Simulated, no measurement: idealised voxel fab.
Name of the process module below: voxel wiring stack
For reference, the cross-section in this document is cut, with width 195 nm and square cells of 5 nm.
Notation: cross-section as square-cell grid; stated in bands, top first, going down; one or more cell rows per band. A band entry consists of two parts. The first gives the height of the band's top and the height of its bottom, in nm. The rest lists the band's materials from left to right, each with its width in nm. A single material labelled with the word "all across" fills the band from edge to edge, and the word "air" marks empty space. Height is counted from the level 0, under which the received wafer is composed throughout of one material. The lowest of the bands is not closed at the bottom but continues downward, in the notation "0..down". A width given as "30->40" starts at the first number in the band's top row and ends at the second number in its bottom row, shifting by an equal amount at every step from row to row. "nothing was modified" for a step: no cell of the cross-section changed in that step. Listed in "Enclosed cavities": every empty space of 8 or more cells without an open way to the top. Form: width x height at distance, the distance being from the left edge, all in nm. Formally, on a step line, whatever follows the settings is a remark that the simulator itself makes on the step. For masked steps, "overlay nm" on the step line gives how far right of plan the mask actually lay; a minus sign means it lay to the left.

### Steps planned for the process
1: RECEIVE,material Si
2: CONFORMAL_DEP,material SiO2,thk nm 15
3: DIRECTIONAL_DEP,material TiN,thk nm 5
4: DIRECTIONAL_DEP,material Ru,thk nm 25
5: PATTERN,tone cover,mask id METAL_1,material resist,width nm 30,pitch nm 45,thk nm 20,overlay nm 0
6: DIRECTIONAL_ETCH,etch materials Ru,depth nm 25
7: DIRECTIONAL_ETCH,etch materials TiN,depth nm 5
8: STRIP,etch materials resist
9: CONFORMAL_DEP,material SiN,thk nm 5
10: FILL_DEP,material lowk,thk nm 10
11: CMP,height nm 45
12: CONFORMAL_DEP,material SiCN,thk nm 5
13: DIRECTIONAL_DEP,material lowk,thk nm 15
14: PATTERN,tone open,mask id PLUG_1,material resist,width nm 15,pitch nm 90,thk nm 15,overlay nm 0
15: DIRECTIONAL_ETCH,etch materials lowk,depth nm 15
16: DIRECTIONAL_ETCH,etch materials SiCN,depth nm 5
17: STRIP,etch materials resist
18: CONFORMAL_DEP,material TiN,thk nm 5
19: FILL_DEP,material Cu,thk nm 10
20: CMP,height nm 65
21: CONFORMAL_DEP,material SiCN,thk nm 5
22: DIRECTIONAL_DEP,material SiO2,thk nm 15
23: MASKED_ETCH,tone open,mask id METAL_2,width nm 30,pitch nm 45,etch materials SiO2,depth nm 15,overlay nm 0
24: MASKED_ETCH,tone open,mask id METAL_2,width nm 30,pitch nm 45,etch materials SiCN,depth nm 5,overlay nm 0
25: CONFORMAL_DEP,material TiN,thk nm 5
26: FILL_DEP,material W,thk nm 5
27: CMP,height nm 85
28: CONFORMAL_DEP,material SiCN,thk nm 5
29: DIRECTIONAL_DEP,material lowk,thk nm 35
30: PATTERN,tone open,mask id METAL_3,material resist,width nm 30,pitch nm 45,thk nm 15,overlay nm 0
31: DIRECTIONAL_ETCH,etch materials lowk,depth nm 20
32: STRIP,etch materials resist
33: PATTERN,tone open,mask id METAL_3_HOLES,material resist,width nm 15,pitch nm 90,thk nm 20,overlay nm 0
34: DIRECTIONAL_ETCH,etch materials lowk,depth nm 15
35: DIRECTIONAL_ETCH,etch materials SiCN,depth nm 5
36: STRIP,etch materials resist
37: CONFORMAL_DEP,material TiN,thk nm 5
38: FILL_DEP,material Cu,thk nm 10
39: CMP,height nm 125
40: CONFORMAL_DEP,material SiCN,thk nm 5

### Cross-sectional view of the wafer in its as-received condition, corresponding to the state after step 1
* 0..down: Si all across
* Enclosed cavities: none

### Starting wafer: above. Plan: above. Run: one mistake. Cross-section after the module: below
* 130..125: SiCN all across
* 125..95: lowk 35 nm, TiN 5 nm, Cu 20 nm, TiN 5 nm, lowk 15 nm, TiN 5 nm, Cu 20 nm, TiN 5 nm, lowk 15 nm, TiN 5 nm, Cu 20 nm, TiN 5 nm, lowk 40 nm
* 95..90: lowk 35 nm, TiN 5 nm, Cu 5 nm, TiN 20 nm, lowk 15 nm, TiN 30 nm, lowk 15 nm, TiN 5 nm, Cu 5 nm, TiN 20 nm, lowk 40 nm
* 90..85: SiCN 35 nm, TiN 15 nm, SiCN 75 nm, TiN 15 nm, SiCN 55 nm
* 85..70: SiO2 35 nm, TiN 5 nm, W 20 nm, TiN 5 nm, SiO2 15 nm, TiN 5 nm, W 20 nm, TiN 5 nm, SiO2 15 nm, TiN 5 nm, W 20 nm, TiN 5 nm, SiO2 40 nm
* 70..65: SiCN 35 nm, TiN 30 nm, SiCN 15 nm, TiN 30 nm, SiCN 15 nm, TiN 30 nm, SiCN 40 nm
* 65..50: lowk 35 nm, TiN 5 nm, Cu 5 nm, TiN 5 nm, lowk 75 nm, TiN 5 nm, Cu 5 nm, TiN 5 nm, lowk 55 nm
* 50..45: SiCN 35 nm, TiN 15 nm, SiCN 75 nm, TiN 15 nm, SiCN 55 nm
* 45..20: lowk 30 nm, SiN 5 nm, Ru 30 nm, SiN 5 nm, lowk 5 nm, SiN 5 nm, Ru 30 nm, SiN 5 nm, lowk 5 nm, SiN 5 nm, Ru 30 nm, SiN 5 nm, lowk 35 nm
* 20..15: SiN 35 nm, TiN 30 nm, SiN 15 nm, TiN 30 nm, SiN 15 nm, TiN 30 nm, SiN 40 nm
* 15..0: SiO2 all across
* 0..down: Si all across
* Enclosed cavities: none
Plan not followed: the plan had its step 31 run twice
